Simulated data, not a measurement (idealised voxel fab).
The process module that follows is named voxel gate over fins.
Square cells of 5 nm make up the cross-section cut, whose width is 255 nm.
When this document writes out a cross-section, it uses a grid of square cells and lists it as bands, beginning at the top and moving down, with a band standing for one or more rows of cells. Band: top height; bottom height; in nm. Then, left to right: material with width in nm, for each material. "throughout": a single material spanning edge to edge. "empty": empty space. Beneath 0, the wafer as received is one material, and that level is where height counting begins. The lowest band goes on downward without a bottom; it is written like "z 0 and below". Per-row width for "30 to 40": begins at first number (top row of band), ends at second number (bottom row), increment between rows held constant. Step marked "nothing was modified"? Then no cell in the cross-section changed in it. Listed in "closed voids": every empty space of 8 or more cells without an open way to the top. Form: width x height at distance, the distance being from the left edge, all in nm. Formally, on a step line, whatever follows the settings is a remark that the simulator itself makes on the step. The optional step-line setting "overlay nm" applies to steps with a mask and quantifies how far to the right of its planned location the mask lay, a negative value indicating leftward placement.

Process steps - plan:
step 1: op RECEIVE | material Si
step 2: op CONFORMAL_DEP | material SiN | thk nm 10
step 3: op MASKED_ETCH | tone cover | mask id FINS | width nm 15 | pitch nm 60 | etch materials SiN | depth nm 10 | overlay nm 0
step 4: op MASKED_ETCH | tone cover | mask id FINS | width nm 15 | pitch nm 60 | etch materials Si | depth nm 35 | overlay nm 0
step 5: op OXIDIZE | depth nm 5
step 6: op FILL_DEP | material SiO2 | thk nm 10
step 7: op CMP | height nm 10
step 8: op PATTERN | tone open | mask id RAIL | material resist | width nm 15 | thk nm 20 | overlay nm 0
step 9: op DIRECTIONAL_ETCH | etch materials SiO2 | depth nm 40
step 10: op STRIP | etch materials resist
step 11: op CONFORMAL_DEP | material TiN | thk nm 5
step 12: op FILL_DEP | material Ru | thk nm 5
step 13: op CMP | height nm 10
step 14: op SELECTIVE_ETCH | etch materials W Ru TiN | depth nm 30
step 15: op FILL_DEP | material SiO2 | thk nm 5
step 16: op CMP | height nm 10
step 17: op SELECTIVE_ETCH | etch materials SiO2 | depth nm 25
step 18: op STRIP | etch materials SiN
step 19: op CONFORMAL_DEP | material HfO2 | thk nm 5
step 20: op CONFORMAL_DEP | material TiN | thk nm 5
step 21: op FILL_DEP | material W | thk nm 15
step 22: op CMP | height nm 20
step 23: op CONFORMAL_DEP | material SiCN | thk nm 10

The cross-section here shows the wafer as received, i.e. in its state after step 1:
- z 0 and below | Si throughout
- closed voids: none

Below is the wafer in cross-section after the module was completed. It began from the starting point shown above and followed the plan shown above, except that one mistake was made while running it:
- z 30 to 20 | SiCN throughout
- z 20 to 10 | W throughout
- z 10 to 5 | W 55 | TiN 25 | W 35 | TiN 25 | W 35 | TiN 25 | W 55
- z 5 to 0 | TiN 60 | HfO2 15 | TiN 45 | HfO2 15 | TiN 45 | HfO2 15 | TiN 60
- z 0 to -5 | HfO2 65 | Si 5 | HfO2 55 | Si 5 | HfO2 55 | Si 5 | HfO2 65
- z -5 to -20 | SiO2 65 | Si 5 | SiO2 55 | Si 5 | SiO2 55 | Si 5 | SiO2 65
- z -20 to -25 | SiO2 65 | Si 5 | SiO2 20 | TiN 5 | Ru 5 | TiN 5 | SiO2 20 | Si 5 | SiO2 55 | Si 5 | SiO2 65
- z -25 to -30 | SiO2 65 | Si 5 | SiO2 20 | TiN 15 | SiO2 20 | Si 5 | SiO2 55 | Si 5 | SiO2 65
- z -30 to -40 | SiO2 65 | Si 5 | SiO2 55 | Si 5 | SiO2 55 | Si 5 | SiO2 65
- z -40 and below | Si throughout
- closed voids: none
Diagnosis: it should be noted that step 17 was executed with settings other than those planned, the operation and settings actually applied being op SELECTIVE_ETCH | etch materials SiO2 | depth nm 15
